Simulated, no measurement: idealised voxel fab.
Herein follows the process module entitled voxel capacitor over wiring.
The figure presents cross-section cut, which has a width of 300 nm and is divided into square cells with an edge length of 5 nm.
A cross-section is a grid of square cells, given in bands from the top down. A band is one or more rows of cells.
It is stipulated that each band's entry specify, in nanometres, the height of the top of the band and then that of its bottom, followed by the materials of the band in left-to-right sequence, each together with its width in nanometres. A single material marked by the word "edge to edge" is understood to fill the band from edge to edge; the word "air" is understood to denote empty space.
Zero point of the height axis is 0; under it, received wafer = one material. Lowest band: continues down indefinitely, "z 0 and below".
Think of "30..40" as a width that walks from the first number to the second as you go down the band, top row to bottom row, taking equal-sized steps from row to row.
When a step is marked "nothing altered", none of the cells in the cross-section changed during that step.
If an empty space has no open way to the top and is at least 8 cells in size, "Enclosed void catalog" lists it, written width x height at distance, where distance is measured from the left edge and every value is in nm.
Formally, on a step line, whatever follows the settings is a remark that the simulator itself makes on the step.
Each step line may optionally specify "overlay nm", which for a step with a mask gives the rightward distance between the mask's planned place and where it lay, a negative value indicating the leftward direction.
-- List of planned process steps
| 1 | RECEIVE [material Si] |
| 2 | CONFORMAL_DEP [material SiO2] [thk nm 10] |
| 3 | CONFORMAL_DEP [material SiN] [thk nm 5] |
| 4 | DIRECTIONAL_DEP [material SiO2] [thk nm 25] |
| 5 | DIRECTIONAL_DEP [material aC] [thk nm 10] |
| 6 | PATTERN [tone open] [mask id METAL_1] [material resist] [width nm 30] [pitch nm 85] [thk nm 30] [overlay nm 0] |
| 7 | DIRECTIONAL_ETCH [etch materials aC] [depth nm 10] |
| 8 | STRIP [etch materials resist] |
| 9 | DIRECTIONAL_ETCH [etch materials SiO2] [depth nm 25] |
| 10 | DIRECTIONAL_ETCH [etch materials SiN] [depth nm 5] |
| 11 | STRIP [etch materials aC] |
| 12 | CONFORMAL_DEP [material TiN] [thk nm 5] |
| 13 | FILL_DEP [material Cu] [thk nm 10] |
| 14 | CMP [height nm 40] |
| 15 | CONFORMAL_DEP [material SiCN] [thk nm 5] |
| 16 | DIRECTIONAL_DEP [material lowk] [thk nm 20] |
| 17 | MASKED_ETCH [tone open] [mask id PLUG_1] [width nm 15] [etch materials lowk] [depth nm 20] [overlay nm 0] |
| 18 | MASKED_ETCH [tone open] [mask id PLUG_1] [width nm 15] [etch materials SiCN] [depth nm 5] [overlay nm 0] |
| 19 | EPI [material Ru] [thk nm 10] |
| 20 | EPI [material Ru] [thk nm 10] |
| 21 | EPI [material Ru] [thk nm 5] |
| 22 | DIRECTIONAL_DEP [material TiN] [thk nm 10] |
| 23 | DIRECTIONAL_DEP [material SiN] [thk nm 5] |
| 24 | DIRECTIONAL_DEP [material TiN] [thk nm 5] |
| 25 | MASKED_ETCH [tone cover] [mask id UPPER_PLATE] [width nm 60] [etch materials TiN] [depth nm 5] [overlay nm 0] |
| 26 | MASKED_ETCH [tone cover] [mask id UPPER_PLATE] [width nm 60] [etch materials SiN] [depth nm 5] [overlay nm 0] |
| 27 | PATTERN [tone cover] [mask id LOWER_PLATE] [material resist] [width nm 70] [thk nm 15] [overlay nm 0] |
| 28 | DIRECTIONAL_ETCH [etch materials TiN] [depth nm 10] |
| 29 | STRIP [etch materials resist] |
| 30 | FILL_DEP [material SiO2] [thk nm 15] |
| 31 | CMP [height nm 95] |
| 32 | MASKED_ETCH [tone open] [mask id PLUG_2] [width nm 15] [etch materials SiO2] [depth nm 10] [overlay nm 0] |
| 33 | CONFORMAL_DEP [material TiN] [thk nm 5] |
| 34 | FILL_DEP [material W] [thk nm 5] |
| 35 | CMP [height nm 95] |
| 36 | CONFORMAL_DEP [material SiCN] [thk nm 5] |
-- So, the first of our two wafers, run just as we planned it
-- Cross-section of the wafer upon arrival, representing the state reached after step 1
	z 0 and below = Si edge to edge
	Enclosed void catalog: none
-- after step 2
	z 10 to 0 = SiO2 edge to edge
	Below 0 it's all the same as before, nothing changed down there.
-- after step 3
	z 15 to 10 = SiN edge to edge
	Below 10 it's all the same as before, nothing changed down there.
-- after step 4
	z 40 to 15 = SiO2 edge to edge
	Below 15 it's all the same as before, nothing changed down there.
-- after step 5
	z 50 to 40 = aC edge to edge
	Below 40 it's all the same as before, nothing changed down there.
-- after step 6
	z 80 to 50 = 90 nm resist / 30 nm air / 55 nm resist / 30 nm air / 95 nm resist
	Below 50 it's all the same as before, nothing changed down there.
-- after step 7
	z 70 to 50 = 90 nm resist / 30 nm air / 55 nm resist / 30 nm air / 95 nm resist
	z 50 to 40 = 90 nm aC / 30 nm air / 55 nm aC / 30 nm air / 95 nm aC
	Below 40 it's all the same as before, nothing changed down there.
-- after step 8
	z 50 to 40 = 90 nm aC / 30 nm air / 55 nm aC / 30 nm air / 95 nm aC
	Below 40 it's all the same as before, nothing changed down there.
-- after step 9
	z 50 to 40 = 90 nm aC / 30 nm air / 55 nm aC / 30 nm air / 95 nm aC
	z 40 to 15 = 90 nm SiO2 / 30 nm air / 55 nm SiO2 / 30 nm air / 95 nm SiO2
	Below 15 it's all the same as before, nothing changed down there.
-- after step 10
	z 50 to 40 = 90 nm aC / 30 nm air / 55 nm aC / 30 nm air / 95 nm aC
	z 40 to 15 = 90 nm SiO2 / 30 nm air / 55 nm SiO2 / 30 nm air / 95 nm SiO2
	z 15 to 10 = 90 nm SiN / 30 nm air / 55 nm SiN / 30 nm air / 95 nm SiN
	Below 10 it's all the same as before, nothing changed down there.
-- after step 11
	z 40 to 15 = 90 nm SiO2 / 30 nm air / 55 nm SiO2 / 30 nm air / 95 nm SiO2
	Below 15 it's all the same as before, nothing changed down there.
-- after step 12
	z 45 to 40 = 95 nm TiN / 20 nm air / 65 nm TiN / 20 nm air / 100 nm TiN
	z 40 to 15 = 90 nm SiO2 / 5 nm TiN / 20 nm air / 5 nm TiN / 55 nm SiO2 / 5 nm TiN / 20 nm air / 5 nm TiN / 95 nm SiO2
	z 15 to 10 = 90 nm SiN / 30 nm TiN / 55 nm SiN / 30 nm TiN / 95 nm SiN
	Below 10 it's all the same as before, nothing changed down there.
-- after step 13
	z 55 to 45 = Cu edge to edge
	z 45 to 40 = 95 nm TiN / 20 nm Cu / 65 nm TiN / 20 nm Cu / 100 nm TiN
	z 40 to 15 = 90 nm SiO2 / 5 nm TiN / 20 nm Cu / 5 nm TiN / 55 nm SiO2 / 5 nm TiN / 20 nm Cu / 5 nm TiN / 95 nm SiO2
	Below 15 it's all the same as before, nothing changed down there.
-- after step 14
	z 40 to 15 = 90 nm SiO2 / 5 nm TiN / 20 nm Cu / 5 nm TiN / 55 nm SiO2 / 5 nm TiN / 20 nm Cu / 5 nm TiN / 95 nm SiO2
	Below 15 it's all the same as before, nothing changed down there.
-- after step 15
	z 45 to 40 = SiCN edge to edge
	Below 40 it's all the same as before, nothing changed down there.
-- after step 16
	z 65 to 45 = lowk edge to edge
	Below 45 it's all the same as before, nothing changed down there.
-- after step 17
	z 65 to 45 = 105 nm lowk / 15 nm air / 180 nm lowk
	Below 45 it's all the same as before, nothing changed down there.
-- after step 18
	z 65 to 45 = 105 nm lowk / 15 nm air / 180 nm lowk
	z 45 to 40 = 105 nm SiCN / 15 nm air / 180 nm SiCN
	Below 40 it's all the same as before, nothing changed down there.
-- after step 19
	z 65 to 50 = 105 nm lowk / 15 nm air / 180 nm lowk
	z 50 to 45 = 105 nm lowk / 15 nm Ru / 180 nm lowk
	z 45 to 40 = 105 nm SiCN / 15 nm Ru / 180 nm SiCN
	Below 40 it's all the same as before, nothing changed down there.
-- after step 20
	z 65 to 60 = 105 nm lowk / 15 nm air / 180 nm lowk
	z 60 to 45 = 105 nm lowk / 15 nm Ru / 180 nm lowk
	Below 45 it's all the same as before, nothing changed down there.
-- after step 21
	z 65 to 45 = 105 nm lowk / 15 nm Ru / 180 nm lowk
	Below 45 it's all the same as before, nothing changed down there.
-- after step 22
	z 75 to 65 = TiN edge to edge
	Below 65 it's all the same as before, nothing changed down there.
-- after step 23
	z 80 to 75 = SiN edge to edge
	Below 75 it's all the same as before, nothing changed down there.
-- after step 24
	z 85 to 80 = TiN edge to edge
	Below 80 it's all the same as before, nothing changed down there.
-- after step 25
	z 85 to 80 = 105 nm air / 60 nm TiN / 135 nm air
	Below 80 it's all the same as before, nothing changed down there.
-- after step 26
	z 85 to 80 = 105 nm air / 60 nm TiN / 135 nm air
	z 80 to 75 = 105 nm air / 60 nm SiN / 135 nm air
	Below 75 it's all the same as before, nothing changed down there.
-- after step 27
	z 100 to 85 = 100 nm air / 70 nm resist / 130 nm air
	z 85 to 80 = 100 nm air / 5 nm resist / 60 nm TiN / 5 nm resist / 130 nm air
	z 80 to 75 = 100 nm air / 5 nm resist / 60 nm SiN / 5 nm resist / 130 nm air
	Below 75 it's all the same as before, nothing changed down there.
-- after step 28
	z 100 to 85 = 100 nm air / 70 nm resist / 130 nm air
	z 85 to 80 = 100 nm air / 5 nm resist / 60 nm TiN / 5 nm resist / 130 nm air
	z 80 to 75 = 100 nm air / 5 nm resist / 60 nm SiN / 5 nm resist / 130 nm air
	z 75 to 65 = 100 nm air / 70 nm TiN / 130 nm air
	Below 65 it's all the same as before, nothing changed down there.
-- after step 29
	z 85 to 80 = 105 nm air / 60 nm TiN / 135 nm air
	z 80 to 75 = 105 nm air / 60 nm SiN / 135 nm air
	Below 75 it's all the same as before, nothing changed down there.
-- after step 30
	z 100 to 85 = SiO2 edge to edge
	z 85 to 80 = 105 nm SiO2 / 60 nm TiN / 135 nm SiO2
	z 80 to 75 = 105 nm SiO2 / 60 nm SiN / 135 nm SiO2
	z 75 to 65 = 100 nm SiO2 / 70 nm TiN / 130 nm SiO2
	Below 65 it's all the same as before, nothing changed down there.
-- after step 31
	z 95 to 85 = SiO2 edge to edge
	Below 85 it's all the same as before, nothing changed down there.
-- after step 32
	z 95 to 85 = 115 nm SiO2 / 15 nm air / 170 nm SiO2
	Below 85 it's all the same as before, nothing changed down there.
-- after step 33
	z 100 to 95 = 120 nm TiN / 5 nm air / 175 nm TiN
	z 95 to 90 = 115 nm SiO2 / 5 nm TiN / 5 nm air / 5 nm TiN / 170 nm SiO2
	z 90 to 80 = 115..105 nm SiO2 / 15..60 nm TiN / 170..135 nm SiO2
	Below 80 it's all the same as before, nothing changed down there.
-- after step 34
	z 105 to 100 = W edge to edge
	z 100 to 95 = 120 nm TiN / 5 nm W / 175 nm TiN
	z 95 to 90 = 115 nm SiO2 / 5 nm TiN / 5 nm W / 5 nm TiN / 170 nm SiO2
	Below 90 it's all the same as before, nothing changed down there.
-- after step 35
	z 95 to 90 = 115 nm SiO2 / 5 nm TiN / 5 nm W / 5 nm TiN / 170 nm SiO2
	Below 90 it's all the same as before, nothing changed down there.
-- after step 36
	z 100 to 95 = SiCN edge to edge
	Below 95 it's all the same as before, nothing changed down there.
-- second wafer: like start, like plan, one mistake. Through step 20 it matches the first wafer
-- Planned end of step 21: second wafer, cross-section
	z 75 to 70 = 105 nm TiN / 15 nm air / 180 nm TiN
	z 70 to 65 = TiN edge to edge
	z 65 to 60 = 105 nm lowk / 15 nm TiN / 180 nm lowk
	Below 60 it's all the same as before, nothing changed down there.
-- Planned end of step 22: second wafer, cross-section
	z 80 to 75 = 110 nm Ru / 5 nm air / 185 nm Ru
	z 75 to 70 = 105 nm TiN / 15 nm Ru / 180 nm TiN
	Below 70 it's all the same as before, nothing changed down there.
-- Planned end of step 23: second wafer, cross-section
	z 85 to 80 = 110 nm SiN / 5 nm air / 185 nm SiN
	z 80 to 75 = 110 nm Ru / 5 nm SiN / 185 nm Ru
	Below 75 it's all the same as before, nothing changed down there.
-- Planned end of step 24: second wafer, cross-section
	z 90 to 85 = 110 nm TiN / 5 nm air / 185 nm TiN
	z 85 to 80 = 110 nm SiN / 5 nm TiN / 185 nm SiN
	Below 80 it's all the same as before, nothing changed down there.
-- Planned end of step 25: second wafer, cross-section
	z 90 to 85 = 105 nm air / 5 nm TiN / 5 nm air / 50 nm TiN / 135 nm air
	Below 85 it's all the same as before, nothing changed down there.
-- Planned end of step 26: second wafer, cross-section
	z 90 to 85 = 105 nm air / 5 nm TiN / 5 nm air / 50 nm TiN / 135 nm air
	z 85 to 80 = 105 nm air / 5 nm SiN / 5 nm TiN / 50 nm SiN / 135 nm air
	Below 80 it's all the same as before, nothing changed down there.
-- Planned end of step 27: second wafer, cross-section
	z 105 to 90 = 100 nm air / 70 nm resist / 130 nm air
	z 90 to 85 = 100 nm air / 5 nm resist / 5 nm TiN / 5 nm resist / 50 nm TiN / 5 nm resist / 130 nm air
	z 85 to 80 = 100 nm air / 5 nm resist / 5 nm SiN / 5 nm TiN / 50 nm SiN / 5 nm resist / 130 nm air
	Below 80 it's all the same as before, nothing changed down there.
Planned end of step 28: second wafer, cross-section: nothing altered
-- Planned end of step 29: second wafer, cross-section
	z 90 to 85 = 105 nm air / 5 nm TiN / 5 nm air / 50 nm TiN / 135 nm air
	z 85 to 80 = 105 nm air / 5 nm SiN / 5 nm TiN / 50 nm SiN / 135 nm air
	Below 80 it's all the same as before, nothing changed down there.
-- Planned end of step 30: second wafer, cross-section
	z 105 to 90 = SiO2 edge to edge
	z 90 to 85 = 105 nm SiO2 / 5 nm TiN / 5 nm SiO2 / 50 nm TiN / 135 nm SiO2
	z 85 to 80 = 105 nm SiO2 / 5 nm SiN / 5 nm TiN / 50 nm SiN / 135 nm SiO2
	Below 80 it's all the same as before, nothing changed down there.
-- Planned end of step 31: second wafer, cross-section
	z 95 to 90 = SiO2 edge to edge
	Below 90 it's all the same as before, nothing changed down there.
-- Planned end of step 32: second wafer, cross-section
	z 95 to 90 = 115 nm SiO2 / 15 nm air / 170 nm SiO2
	Below 90 it's all the same as before, nothing changed down there.
-- Planned end of step 33: second wafer, cross-section
	z 100 to 95 = 120 nm TiN / 5 nm air / 175 nm TiN
	z 95 to 90 = 115 nm SiO2 / 15 nm TiN / 170 nm SiO2
	Below 90 it's all the same as before, nothing changed down there.
-- Planned end of step 34: second wafer, cross-section
	z 105 to 100 = W edge to edge
	z 100 to 95 = 120 nm TiN / 5 nm W / 175 nm TiN
	Below 95 it's all the same as before, nothing changed down there.
-- Planned end of step 35: second wafer, cross-section
	z 95 to 90 = 115 nm SiO2 / 15 nm TiN / 170 nm SiO2
	Below 90 it's all the same as before, nothing changed down there.
-- Planned end of step 36: second wafer, cross-section
	z 100 to 95 = SiCN edge to edge
	Below 95 it's all the same as before, nothing changed down there.
Want to know what went wrong? steps 21 and 22 run out of order (swapped)
Heads up, by the end the second wafer has more or fewer cells of some materials compared to the first: Ru +59, SiO2 -148, TiN +90, W -1
